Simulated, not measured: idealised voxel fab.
The following process module bears the name voxel transistor to metal.
cross-section cut | 185 nm wide | cells 5 nm
If you're reading a cross-section in this doc, picture square cells in a grid; it comes to you as bands, top ones listed first down to the bottom, and a band can be one or more rows of cells.
The band entry comprises the height of the band's top followed by the height of its bottom, expressed in nm, and subsequently the band's materials from left to right, each stated together with its width in nm. Where a single material is marked with the word "throughout", that material fills the band from edge to edge. The word "air" represents empty space.
Heights are measured from 0, the level below which the as-received wafer is all one material; the lowest band has no bottom and continues downward, written as in "top 0, no bottom".
Read "30 to 40" as a graded width: first number on top, second number at the bottom, same change between each pair of neighbouring rows.
"nothing changed" after a step means that no cell of the cross-section changed.
In "Enclosed internal voids" the enclosed voids are listed, meaning empty spaces of 8 cells or larger without any opening to the top. The form is width x height at distance, distance from the left edge, units nm.
Read whatever lies past the settings on a step's line as the simulator's own remark about the step.
On any step carrying a mask, the "overlay nm" setting, if present on the step's line, tells how far right of its planned place the mask lay; negative values point to the left.
# Set out below are the planned steps of the process
- 1: RECEIVE (material Si)
- 2: CONFORMAL_DEP (material SiO2; thk nm 5)
- 3: CONFORMAL_DEP (material SiN; thk nm 15)
- 4: DIRECTIONAL_DEP (material aC; thk nm 15)
- 5: PATTERN (tone cover; mask id ACTIVE; material resist; width nm 95; thk nm 30; overlay nm 0)
- 6: DIRECTIONAL_ETCH (etch materials aC; depth nm 15)
- 7: STRIP (etch materials resist)
- 8: DIRECTIONAL_ETCH (etch materials SiN; depth nm 15)
- 9: DIRECTIONAL_ETCH (etch materials SiO2; depth nm 5)
- 10: DIRECTIONAL_ETCH (etch materials Si; depth nm 35)
- 11: STRIP (etch materials aC)
- 12: OXIDIZE (depth nm 5)
- 13: FILL_DEP (material SiO2; thk nm 10)
- 14: CMP (height nm 20)
- 15: SELECTIVE_ETCH (etch materials SiO2; depth nm 15)
- 16: STRIP (etch materials SiN)
- 17: SELECTIVE_ETCH (etch materials SiO2; depth nm 5)
- 18: OXIDIZE (depth nm 5)
- 19: DIRECTIONAL_DEP (material polySi; thk nm 20)
- 20: DIRECTIONAL_DEP (material SiCN; thk nm 10)
- 21: MASKED_ETCH (tone cover; mask id GATE; width nm 25; etch materials SiCN; depth nm 20; overlay nm 0)
- 22: MASKED_ETCH (tone cover; mask id GATE; width nm 25; etch materials polySi; depth nm 30; overlay nm 0)
- 23: CONFORMAL_DEP (material SiN; thk nm 5)
- 24: DIRECTIONAL_ETCH (etch materials SiN; depth nm 5)
- 25: DIRECTIONAL_ETCH (etch materials SiO2; depth nm 5)
- 26: DIRECTIONAL_ETCH (etch materials Si; depth nm 10)
- 27: EPI (material SiGe; thk nm 10)
- 28: FILL_DEP (material SiO2; thk nm 10)
- 29: CMP (height nm 20)
- 30: STRIP (etch materials polySi)
- 31: SELECTIVE_ETCH (etch materials SiO2; depth nm 5)
- 32: CONFORMAL_DEP (material HfO2; thk nm 5)
- 33: CONFORMAL_DEP (material TiN; thk nm 5)
- 34: FILL_DEP (material W; thk nm 10)
- 35: CMP (height nm 15)
- 36: DIRECTIONAL_DEP (material SiO2; thk nm 15)
- 37: DIRECTIONAL_DEP (material aC; thk nm 15)
- 38: PATTERN (tone open; mask id CONTACT; material resist; width nm 15; pitch nm 70; thk nm 35; overlay nm 0)
- 39: DIRECTIONAL_ETCH (etch materials aC; depth nm 5)
- 40: STRIP (etch materials resist)
- 41: DIRECTIONAL_ETCH (etch materials SiO2; depth nm 35)
- 42: STRIP (etch materials aC)
- 43: CONFORMAL_DEP (material TiN; thk nm 5)
- 44: FILL_DEP (material W; thk nm 10)
- 45: CMP (height nm 30)
- 46: DIRECTIONAL_DEP (material TiN; thk nm 5)
- 47: DIRECTIONAL_DEP (material W; thk nm 25)
- 48: MASKED_ETCH (tone cover; mask id METAL_1; width nm 15; pitch nm 70; etch materials W; depth nm 25; overlay nm 0)
- 49: MASKED_ETCH (tone cover; mask id METAL_1; width nm 15; pitch nm 70; etch materials TiN; depth nm 5; overlay nm 0)
- 50: CONFORMAL_DEP (material SiN; thk nm 5)
- 51: FILL_DEP (material SiO2; thk nm 10)
- 52: CMP (height nm 60)
- 53: CONFORMAL_DEP (material SiCN; thk nm 5)
varied across the wafers: depth nm of step 39. The plan shows the first wafer's value. All wafers start alike
# Cut through the first of several wafers as received, post step 1
- top 0, no bottom = Si throughout
- Enclosed internal voids: none
# Cross-section, first of several wafers, end of module, after last step 53
- top 65, bottom 60 = SiCN throughout
- top 60, bottom 35 = SiO2 45 nm / SiN 5 nm / W 15 nm / SiN 5 nm / SiO2 45 nm / SiN 5 nm / W 15 nm / SiN 5 nm / SiO2 45 nm
- top 35, bottom 30 = SiN 50 nm / TiN 15 nm / SiN 55 nm / TiN 15 nm / SiN 50 nm
- top 30, bottom 15 = SiO2 throughout
- top 15, bottom 5 = SiO2 75 nm / SiN 5 nm / HfO2 5 nm / TiN 5 nm / W 5 nm / TiN 5 nm / HfO2 5 nm / SiN 5 nm / SiO2 75 nm
- top 5, bottom 0 = SiO2 65 nm / SiGe 10 nm / SiN 5 nm / HfO2 5 nm / TiN 15 nm / HfO2 5 nm / SiN 5 nm / SiGe 10 nm / SiO2 65 nm
- top 0, bottom -5 = SiO2 65 nm / SiGe 10 nm / HfO2 35 nm / SiGe 10 nm / SiO2 65 nm
- top -5, bottom -15 = SiO2 50 nm / SiGe 25 nm / Si 35 nm / SiGe 25 nm / SiO2 50 nm
- top -15, bottom -40 = SiO2 50 nm / Si 85 nm / SiO2 50 nm
- top -40, no bottom = Si throughout
- Enclosed internal voids: none
# The final wafer, sectioned at module end
- top 65, bottom 60 = SiCN throughout
- top 60, bottom 35 = SiO2 45 nm / SiN 5 nm / W 15 nm / SiN 5 nm / SiO2 45 nm / SiN 5 nm / W 15 nm / SiN 5 nm / SiO2 45 nm
- top 35, bottom 30 = SiN 50 nm / TiN 15 nm / SiN 55 nm / TiN 15 nm / SiN 50 nm
- top 30, bottom 15 = SiO2 50 nm / TiN 5 nm / W 5 nm / TiN 5 nm / SiO2 55 nm / TiN 5 nm / W 5 nm / TiN 5 nm / SiO2 50 nm
- top 15, bottom 5 = SiO2 50 nm / TiN 5 nm / W 5 nm / TiN 5 nm / SiO2 10 nm / SiN 5 nm / HfO2 5 nm / TiN 5 nm / W 5 nm / TiN 5 nm / HfO2 5 nm / SiN 5 nm / SiO2 10 nm / TiN 5 nm / W 5 nm / TiN 5 nm / SiO2 50 nm
- top 5, bottom 0 = SiO2 50 nm / TiN 5 nm / W 5 nm / TiN 5 nm / SiGe 10 nm / SiN 5 nm / HfO2 5 nm / TiN 15 nm / HfO2 5 nm / SiN 5 nm / SiGe 10 nm / TiN 5 nm / W 5 nm / TiN 5 nm / SiO2 50 nm
- top 0, bottom -5 = SiO2 50 nm / TiN 15 nm / SiGe 10 nm / HfO2 35 nm / SiGe 10 nm / TiN 15 nm / SiO2 50 nm
- top -5, bottom -15 = SiO2 50 nm / SiGe 25 nm / Si 35 nm / SiGe 25 nm / SiO2 50 nm
- top -15, bottom -40 = SiO2 50 nm / Si 85 nm / SiO2 50 nm
- top -40, no bottom = Si throughout
- Enclosed internal voids: none
# Basically each wafer gets a line in the table, showing it at the end of the module: material by material, the cells it gained (+) or lost (-) since we got it, then its closed voids
depth nm 5; +13 HfO2; -197 Si; +37 SiCN; +28 SiGe; +57 SiN; +498 SiO2; +13 TiN; +32 W; Enclosed internal voids: none
depth nm 10; +13 HfO2; -197 Si; +37 SiCN; +28 SiGe; +57 SiN; +498 SiO2; +13 TiN; +32 W; Enclosed internal voids: none
depth nm 15; +13 HfO2; -197 Si; +37 SiCN; +28 SiGe; +57 SiN; +456 SiO2; +43 TiN; +44 W; Enclosed internal voids: none
depth nm 20; +13 HfO2; -197 Si; +37 SiCN; +28 SiGe; +57 SiN; +456 SiO2; +43 TiN; +44 W; Enclosed internal voids: none
depth nm 25; +13 HfO2; -197 Si; +37 SiCN; +28 SiGe; +57 SiN; +456 SiO2; +43 TiN; +44 W; Enclosed internal voids: none
depth nm 30; +13 HfO2; -197 Si; +37 SiCN; +28 SiGe; +57 SiN; +456 SiO2; +43 TiN; +44 W; Enclosed internal voids: none
